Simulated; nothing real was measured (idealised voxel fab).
Documented hereafter: the process module known as voxel trench capacitor.
Square cells of 5 nm make up the cross-section cut, whose width is 245 nm.
Each cross-section below is a grid of square cells, stated as bands in top-down order, with one or more rows of cells making up each band.
It is stipulated that each band's entry specify, in nanometres, the height of the top of the band and then that of its bottom, followed by the materials of the band in left-to-right sequence, each together with its width in nanometres. A single material marked by the word "everywhere" is understood to fill the band from edge to edge; the word "blank" is understood to denote empty space.
Height reference: 0 = level under which incoming wafer is all one material. Lowest band: no bottom, runs on downward, e.g. "0 -> down".
Width: "30..40" (first number = top row, second number = bottom row, same change from row to row of cells).
"changes: none", as given for a step, is the statement that not any cell of the cross-section underwent a change during that step.
"Enclosed void catalog" enumerates empty spaces isolated from the top, with no open way to it, that contain at least 8 cells, giving each as width x height at distance from the left edge, all three in nm.
On each step's line, the part that comes after the settings is the simulator's own comment on the step.
What "overlay nm" on a step's line means: if the step has a mask, that mask lay this far to the right of its planned place, or, when the value is negative, to the left.

Listed below are the process steps as planned
- 1: op RECEIVE | material Si
- 2: op CONFORMAL_DEP | material SiN | thk nm 10
- 3: op DIRECTIONAL_DEP | material aC | thk nm 10
- 4: op PATTERN | tone open | mask id TRENCH | material resist | width nm 25 | pitch nm 45 | thk nm 25 | overlay nm 0
- 5: op DIRECTIONAL_ETCH | etch materials aC | depth nm 10
- 6: op STRIP | etch materials resist
- 7: op DIRECTIONAL_ETCH | etch materials SiN | depth nm 10
- 8: op DIRECTIONAL_ETCH | etch materials Si | depth nm 35
- 9: op STRIP | etch materials aC
- 10: op CONFORMAL_DEP | material Al2O3 | thk nm 5
- 11: op CONFORMAL_DEP | material TiN | thk nm 5
- 12: op FILL_DEP | material W | thk nm 10
- 13: op CMP | height nm 10

Run as planned: first of two wafers

Cross-section of the wafer upon arrival, representing the state reached after step 1
    0 -> down = Si everywhere
    Enclosed void catalog: none

Wafer section view after processing step 2
    10 -> 0 = SiN everywhere
    Below a height of 0, the structure has not been altered.

Wafer section view after processing step 3
    20 -> 10 = aC everywhere
    Below a height of 10, the structure has not been altered.

Wafer section view after processing step 4
    45 -> 20 = 85 resist; 25 blank; 20 resist; 25 blank; 90 resist
    Below a height of 20, the structure has not been altered.

Wafer section view after processing step 5
    35 -> 20 = 85 resist; 25 blank; 20 resist; 25 blank; 90 resist
    20 -> 10 = 85 aC; 25 blank; 20 aC; 25 blank; 90 aC
    Below a height of 10, the structure has not been altered.

Wafer section view after processing step 6
    20 -> 10 = 85 aC; 25 blank; 20 aC; 25 blank; 90 aC
    Below a height of 10, the structure has not been altered.

Wafer section view after processing step 7
    20 -> 10 = 85 aC; 25 blank; 20 aC; 25 blank; 90 aC
    10 -> 0 = 85 SiN; 25 blank; 20 SiN; 25 blank; 90 SiN
    Below a height of 0, the structure has not been altered.

Wafer section view after processing step 8
    20 -> 10 = 85 aC; 25 blank; 20 aC; 25 blank; 90 aC
    10 -> 0 = 85 SiN; 25 blank; 20 SiN; 25 blank; 90 SiN
    0 -> -35 = 85 Si; 25 blank; 20 Si; 25 blank; 90 Si
    Below a height of -35, the structure has not been altered.

Wafer section view after processing step 9
    10 -> 0 = 85 SiN; 25 blank; 20 SiN; 25 blank; 90 SiN
    Below a height of 0, the structure has not been altered.

Wafer section view after processing step 10
    15 -> 10 = 90 Al2O3; 15 blank; 30 Al2O3; 15 blank; 95 Al2O3
    10 -> 0 = 85 SiN; 5 Al2O3; 15 blank; 5 Al2O3; 20 SiN; 5 Al2O3; 15 blank; 5 Al2O3; 90 SiN
    0 -> -30 = 85 Si; 5 Al2O3; 15 blank; 5 Al2O3; 20 Si; 5 Al2O3; 15 blank; 5 Al2O3; 90 Si
    -30 -> -35 = 85 Si; 25 Al2O3; 20 Si; 25 Al2O3; 90 Si
    Below a height of -35, the structure has not been altered.

Wafer section view after processing step 11
    20 -> 15 = 95 TiN; 5 blank; 40 TiN; 5 blank; 100 TiN
    15 -> 10 = 90 Al2O3; 5 TiN; 5 blank; 5 TiN; 30 Al2O3; 5 TiN; 5 blank; 5 TiN; 95 Al2O3
    10 -> 0 = 85 SiN; 5 Al2O3; 5 TiN; 5 blank; 5 TiN; 5 Al2O3; 20 SiN; 5 Al2O3; 5 TiN; 5 blank; 5 TiN; 5 Al2O3; 90 SiN
    0 -> -25 = 85 Si; 5 Al2O3; 5 TiN; 5 blank; 5 TiN; 5 Al2O3; 20 Si; 5 Al2O3; 5 TiN; 5 blank; 5 TiN; 5 Al2O3; 90 Si
    -25 -> -30 = 85 Si; 5 Al2O3; 15 TiN; 5 Al2O3; 20 Si; 5 Al2O3; 15 TiN; 5 Al2O3; 90 Si
    Below a height of -30, the structure has not been altered.

Wafer section view after processing step 12
    30 -> 20 = W everywhere
    20 -> 15 = 95 TiN; 5 W; 40 TiN; 5 W; 100 TiN
    15 -> 10 = 90 Al2O3; 5 TiN; 5 W; 5 TiN; 30 Al2O3; 5 TiN; 5 W; 5 TiN; 95 Al2O3
    10 -> 0 = 85 SiN; 5 Al2O3; 5 TiN; 5 W; 5 TiN; 5 Al2O3; 20 SiN; 5 Al2O3; 5 TiN; 5 W; 5 TiN; 5 Al2O3; 90 SiN
    0 -> -25 = 85 Si; 5 Al2O3; 5 TiN; 5 W; 5 TiN; 5 Al2O3; 20 Si; 5 Al2O3; 5 TiN; 5 W; 5 TiN; 5 Al2O3; 90 Si
    Below a height of -25, the structure has not been altered.

Wafer section view after processing step 13
    10 -> 0 = 85 SiN; 5 Al2O3; 5 TiN; 5 W; 5 TiN; 5 Al2O3; 20 SiN; 5 Al2O3; 5 TiN; 5 W; 5 TiN; 5 Al2O3; 90 SiN
    Below a height of 0, the structure has not been altered.

The second wafer: identical to the first at the outset and in its planned sequence, differing only in that one mistake was made during processing; up to and including step 3, its path is the first wafer's path

Cross-sectional view of the second wafer at the intended end time of process step 4
    45 -> 20 = 85 blank; 25 resist; 20 blank; 25 resist; 90 blank
    Below a height of 20, the structure has not been altered.

Cross-sectional view of the second wafer at the intended end time of process step 5
    35 -> 20 = 85 blank; 25 resist; 20 blank; 25 resist; 90 blank
    20 -> 10 = 85 blank; 25 aC; 20 blank; 25 aC; 90 blank
    Below a height of 10, the structure has not been altered.

Cross-sectional view of the second wafer at the intended end time of process step 6
    20 -> 10 = 85 blank; 25 aC; 20 blank; 25 aC; 90 blank
    Below a height of 10, the structure has not been altered.

Cross-sectional view of the second wafer at the intended end time of process step 7
    20 -> 10 = 85 blank; 25 aC; 20 blank; 25 aC; 90 blank
    10 -> 0 = 85 blank; 25 SiN; 20 blank; 25 SiN; 90 blank
    Below a height of 0, the structure has not been altered.

Cross-sectional view of the second wafer at the intended end time of process step 8
    20 -> 10 = 85 blank; 25 aC; 20 blank; 25 aC; 90 blank
    10 -> 0 = 85 blank; 25 SiN; 20 blank; 25 SiN; 90 blank
    0 -> -35 = 85 blank; 25 Si; 20 blank; 25 Si; 90 blank
    Below a height of -35, the structure has not been altered.

Cross-sectional view of the second wafer at the intended end time of process step 9
    10 -> 0 = 85 blank; 25 SiN; 20 blank; 25 SiN; 90 blank
    Below a height of 0, the structure has not been altered.

Cross-sectional view of the second wafer at the intended end time of process step 10
    15 -> 10 = 80 blank; 35 Al2O3; 10 blank; 35 Al2O3; 85 blank
    10 -> 0 = 80 blank; 5 Al2O3; 25 SiN; 5 Al2O3; 10 blank; 5 Al2O3; 25 SiN; 5 Al2O3; 85 blank
    0 -> -30 = 80 blank; 5 Al2O3; 25 Si; 5 Al2O3; 10 blank; 5 Al2O3; 25 Si; 5 Al2O3; 85 blank
    -30 -> -35 = 85 Al2O3; 25 Si; 20 Al2O3; 25 Si; 90 Al2O3
    Below a height of -35, the structure has not been altered.

Cross-sectional view of the second wafer at the intended end time of process step 11
    20 -> 15 = 75 blank; 90 TiN; 80 blank
    15 -> 10 = 75 blank; 5 TiN; 35 Al2O3; 10 TiN; 35 Al2O3; 5 TiN; 80 blank
    10 -> 0 = 75 blank; 5 TiN; 5 Al2O3; 25 SiN; 5 Al2O3; 10 TiN; 5 Al2O3; 25 SiN; 5 Al2O3; 5 TiN; 80 blank
    0 -> -25 = 75 blank; 5 TiN; 5 Al2O3; 25 Si; 5 Al2O3; 10 TiN; 5 Al2O3; 25 Si; 5 Al2O3; 5 TiN; 80 blank
    -25 -> -30 = 80 TiN; 5 Al2O3; 25 Si; 5 Al2O3; 10 TiN; 5 Al2O3; 25 Si; 5 Al2O3; 85 TiN
    Below a height of -30, the structure has not been altered.

Cross-sectional view of the second wafer at the intended end time of process step 12
    30 -> 20 = W everywhere
    20 -> 15 = 75 W; 90 TiN; 80 W
    15 -> 10 = 75 W; 5 TiN; 35 Al2O3; 10 TiN; 35 Al2O3; 5 TiN; 80 W
    10 -> 0 = 75 W; 5 TiN; 5 Al2O3; 25 SiN; 5 Al2O3; 10 TiN; 5 Al2O3; 25 SiN; 5 Al2O3; 5 TiN; 80 W
    0 -> -25 = 75 W; 5 TiN; 5 Al2O3; 25 Si; 5 Al2O3; 10 TiN; 5 Al2O3; 25 Si; 5 Al2O3; 5 TiN; 80 W
    Below a height of -25, the structure has not been altered.

Cross-sectional view of the second wafer at the intended end time of process step 13
    10 -> 0 = 75 W; 5 TiN; 5 Al2O3; 25 SiN; 5 Al2O3; 10 TiN; 5 Al2O3; 25 SiN; 5 Al2O3; 5 TiN; 80 W
    Below a height of 0, the structure has not been altered.
Deviation noted in wafer processing: step 4 was not run as planned; what actually ran was op PATTERN | tone cover | mask id TRENCH | material resist | width nm 25 | pitch nm 45 | thk nm 25 | overlay nm 0
Upon completion, the second wafer contains, in terms of cells, a greater or smaller amount of certain materials than the first wafer: 29 more of Al2O3; 203 fewer of Si; 58 fewer of SiN; 29 more of TiN; 203 more of W
